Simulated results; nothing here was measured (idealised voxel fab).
Process module heading - voxel self aligned vias
Xsec cut, 195 nm wide, square cell size 5 nm.
A cross-section is a grid of square cells, given in bands from the top down. A band is one or more rows of cells. Band: top height; bottom height; in nm. Then, left to right: material with width in nm, for each material. "throughout": a single material spanning edge to edge. "empty": empty space. Height is counted from the level 0, under which the received wafer is composed throughout of one material. The lowest of the bands is not closed at the bottom but continues downward, in the notation "top 0, no bottom". The two numbers in a width such as "30->40" mark its ends across the band: the first belongs to the top row of cells, the second to the bottom row, and from each row to the next the width moves by the same amount. When a step is marked "no modifications", none of the cells in the cross-section changed during that step. Closed empty spaces: empty space of 8 cells or more with no open way to the top, each as width x height at its distance from the left edge, in nm. That trailing text on a step's line, after the settings, is the simulator's own remark on the step. A step line may carry the setting "overlay nm", which, for steps involving a mask, states the distance by which the mask lay to the right of its intended position; negative values denote displacement to the left.

The planned process steps are enumerated hereunder
| 1 | RECEIVE with material Si |
| 2 | CONFORMAL_DEP with material SiO2, thk nm 10 |
| 3 | CONFORMAL_DEP with material SiCN, thk nm 5 |
| 4 | DIRECTIONAL_DEP with material lowk, thk nm 25 |
| 5 | PATTERN with tone open, mask id LINES, material resist, width nm 25, pitch nm 65, thk nm 15, overlay nm 0 |
| 6 | DIRECTIONAL_ETCH with etch materials lowk, depth nm 25 |
| 7 | STRIP with etch materials resist |
| 8 | CONFORMAL_DEP with material TiN, thk nm 5 |
| 9 | FILL_DEP with material W, thk nm 5 |
| 10 | CMP with height nm 40 |
| 11 | SELECTIVE_ETCH with etch materials W Ru TiN, depth nm 5 |
| 12 | FILL_DEP with material SiN, thk nm 5 |
| 13 | CMP with height nm 40 |
| 14 | DIRECTIONAL_DEP with material lowk, thk nm 20 |
| 15 | PATTERN with tone open, mask id VIAS, material resist, width nm 25, pitch nm 65, thk nm 15, overlay nm 0 |
| 16 | DIRECTIONAL_ETCH with etch materials lowk, depth nm 20 |
| 17 | DIRECTIONAL_ETCH with etch materials SiN, depth nm 5 |
| 18 | STRIP with etch materials resist |
| 19 | CONFORMAL_DEP with material TiN, thk nm 5 |
| 20 | FILL_DEP with material Ru, thk nm 10 |
| 21 | CMP with height nm 60 |
| 22 | CONFORMAL_DEP with material SiCN, thk nm 5 |
The plan's step 15 width nm is the first wafer's value; the wafers differ in this setting and start identical.

Here's the first of the wafers in cross-section, just as we got it, i.e. after step 1
	top 0, no bottom = Si throughout
	Closed empty spaces: none

End of module: cross-section of the first of several wafers after step 22, the last step
	top 65, bottom 60 = SiCN throughout
	top 60, bottom 40 = lowk: 50, then TiN: 5, then Ru: 15, then TiN: 5, then lowk: 40, then TiN: 5, then Ru: 15, then TiN: 5, then lowk: 55
	top 40, bottom 35 = lowk: 50, then TiN: 25, then lowk: 40, then TiN: 25, then lowk: 55
	top 35, bottom 20 = lowk: 50, then TiN: 5, then W: 15, then TiN: 5, then lowk: 40, then TiN: 5, then W: 15, then TiN: 5, then lowk: 55
	top 20, bottom 15 = lowk: 50, then TiN: 25, then lowk: 40, then TiN: 25, then lowk: 55
	top 15, bottom 10 = SiCN throughout
	top 10, bottom 0 = SiO2 throughout
	top 0, no bottom = Si throughout
	Closed empty spaces: none

So this is the cross-section on the last wafer at the end of the module
	top 65, bottom 60 = SiCN throughout
	top 60, bottom 45 = lowk: 40, then TiN: 5, then Ru: 40, then TiN: 5, then lowk: 15, then TiN: 5, then Ru: 40, then TiN: 5, then lowk: 40
	top 45, bottom 40 = lowk: 40, then TiN: 15, then Ru: 15, then TiN: 20, then lowk: 15, then TiN: 15, then Ru: 15, then TiN: 20, then lowk: 40
	top 40, bottom 35 = lowk: 50, then TiN: 25, then lowk: 40, then TiN: 25, then lowk: 55
	top 35, bottom 20 = lowk: 50, then TiN: 5, then W: 15, then TiN: 5, then lowk: 40, then TiN: 5, then W: 15, then TiN: 5, then lowk: 55
	top 20, bottom 15 = lowk: 50, then TiN: 25, then lowk: 40, then TiN: 25, then lowk: 55
	top 15, bottom 10 = SiCN throughout
	top 10, bottom 0 = SiO2 throughout
	top 0, no bottom = Si throughout
	Closed empty spaces: none

Note: the following table is arranged by wafer, a row apiece. Each row reports the end-of-module state: per material, cells gained (+) or cells lost (-) compared with the wafer as received; closed voids follow
width nm 25 | +24 Ru | +78 SiCN | +78 SiO2 | +48 TiN | +18 W | +261 lowk | Closed empty spaces: none
width nm 30 | +30 Ru | +78 SiCN | +78 SiO2 | +50 TiN | +18 W | +253 lowk | Closed empty spaces: none
width nm 35 | +36 Ru | +78 SiCN | +78 SiO2 | +52 TiN | +18 W | +245 lowk | Closed empty spaces: none
width nm 40 | +42 Ru | +78 SiCN | +78 SiO2 | +54 TiN | +18 W | +237 lowk | Closed empty spaces: none
width nm 45 | +48 Ru | +78 SiCN | +78 SiO2 | +56 TiN | +18 W | +229 lowk | Closed empty spaces: none
width nm 50 | +54 Ru | +78 SiCN | +78 SiO2 | +58 TiN | +18 W | +221 lowk | Closed empty spaces: none
